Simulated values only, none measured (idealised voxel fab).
Process module, titled voxel capacitor over wiring
Cross-sectional view cut (width: 275 nm; square cell size: 5 nm).
The cross-sections in this document take the form of a grid made of square cells. They are written out as bands, in order from top to bottom. Each band consists of one or more rows of cells. Band: top and bottom heights (nm) first, top before bottom; then materials from left to right, widths in nm. "everywhere" marks a sole material filling the band edge to edge. "air" denotes empty space. Note: height 0 marks the level under which the wafer is uniformly one material as received. Lowest band unbounded below, written "z 0 and below". Per-row width for "30..40": begins at first number (top row of band), ends at second number (bottom row), increment between rows held constant. What does "remained unchanged" mean for a step? It means no cell of the cross-section changed in that step. Voids not open to the top, 8 cells minimum: see "Fully sealed cavities". Written width x height at distance; distance is from the left edge; nm. What comes after the settings on a step's line is commentary from the simulator itself on that step. overlay nm: how far to the right of its planned place the mask lay on this masked step (negative: to the left).
List of planned process steps:
1: RECEIVE | material Si
2: CONFORMAL_DEP | material SiO2 | thk nm 10
3: CONFORMAL_DEP | material SiCN | thk nm 5
4: DIRECTIONAL_DEP | material lowk | thk nm 20
5: MASKED_ETCH | tone open | mask id METAL_1 | width nm 30 | pitch nm 90 | etch materials lowk | depth nm 20 | overlay nm 0
6: MASKED_ETCH | tone open | mask id METAL_1 | width nm 20 | pitch nm 90 | etch materials SiCN | depth nm 5 | overlay nm 0
7: CONFORMAL_DEP | material TiN | thk nm 5
8: FILL_DEP | material Cu | thk nm 5
9: CMP | height nm 35
10: CONFORMAL_DEP | material SiCN | thk nm 5
11: DIRECTIONAL_DEP | material SiO2 | thk nm 15
12: PATTERN | tone open | mask id PLUG_1 | material resist | width nm 15 | thk nm 20 | overlay nm 0
13: DIRECTIONAL_ETCH | etch materials SiO2 | depth nm 15
14: DIRECTIONAL_ETCH | etch materials SiCN | depth nm 5
15: STRIP | etch materials resist
16: CONFORMAL_DEP | material TiN | thk nm 5
17: FILL_DEP | material Ru | thk nm 10
18: CMP | height nm 55
19: DIRECTIONAL_DEP | material TiN | thk nm 5
20: DIRECTIONAL_DEP | material SiN | thk nm 5
21: DIRECTIONAL_DEP | material TiN | thk nm 5
22: MASKED_ETCH | tone cover | mask id UPPER_PLATE | width nm 65 | etch materials TiN | depth nm 5 | overlay nm 0
23: MASKED_ETCH | tone cover | mask id UPPER_PLATE | width nm 65 | etch materials SiN | depth nm 5 | overlay nm 0
24: PATTERN | tone cover | mask id LOWER_PLATE | material resist | width nm 75 | thk nm 15 | overlay nm 0
25: DIRECTIONAL_ETCH | etch materials TiN | depth nm 5
26: STRIP | etch materials resist
27: FILL_DEP | material SiO2 | thk nm 20
28: CMP | height nm 85
29: MASKED_ETCH | tone open | mask id PLUG_2 | width nm 15 | etch materials SiO2 | depth nm 15 | overlay nm 0
30: CONFORMAL_DEP | material TiN | thk nm 5
31: FILL_DEP | material Ru | thk nm 5
32: CMP | height nm 85
33: CONFORMAL_DEP | material SiN | thk nm 5
The plan shows the width nm of step 6 as the first wafer had it; this setting differs between the wafers, which start out alike.
Cross-section of the first of several wafers as received (after step 1):
	z 0 and below = Si everywhere
	Fully sealed cavities: none
For your reference, the table is organized with a row per wafer; each row reflects the wafer at the end of the module, indicating for each material the cells gained (+) or lost (-) since receipt, and thereafter its closed voids:
width nm 20, +28 Cu, +5 Ru, +99 SiCN, +68 SiN, +546 SiO2, +72 TiN, +172 lowk, Fully sealed cavities: none
width nm 25, +30 Cu, +5 Ru, +97 SiCN, +68 SiN, +546 SiO2, +72 TiN, +172 lowk, Fully sealed cavities: none
width nm 30, +32 Cu, +5 Ru, +95 SiCN, +68 SiN, +546 SiO2, +72 TiN, +172 lowk, Fully sealed cavities: none
width nm 35, +32 Cu, +5 Ru, +95 SiCN, +68 SiN, +546 SiO2, +72 TiN, +172 lowk, Fully sealed cavities: none
width nm 40, +32 Cu, +5 Ru, +95 SiCN, +68 SiN, +546 SiO2, +72 TiN, +172 lowk, Fully sealed cavities: none
width nm 45, +32 Cu, +5 Ru, +95 SiCN, +68 SiN, +546 SiO2, +72 TiN, +172 lowk, Fully sealed cavities: none
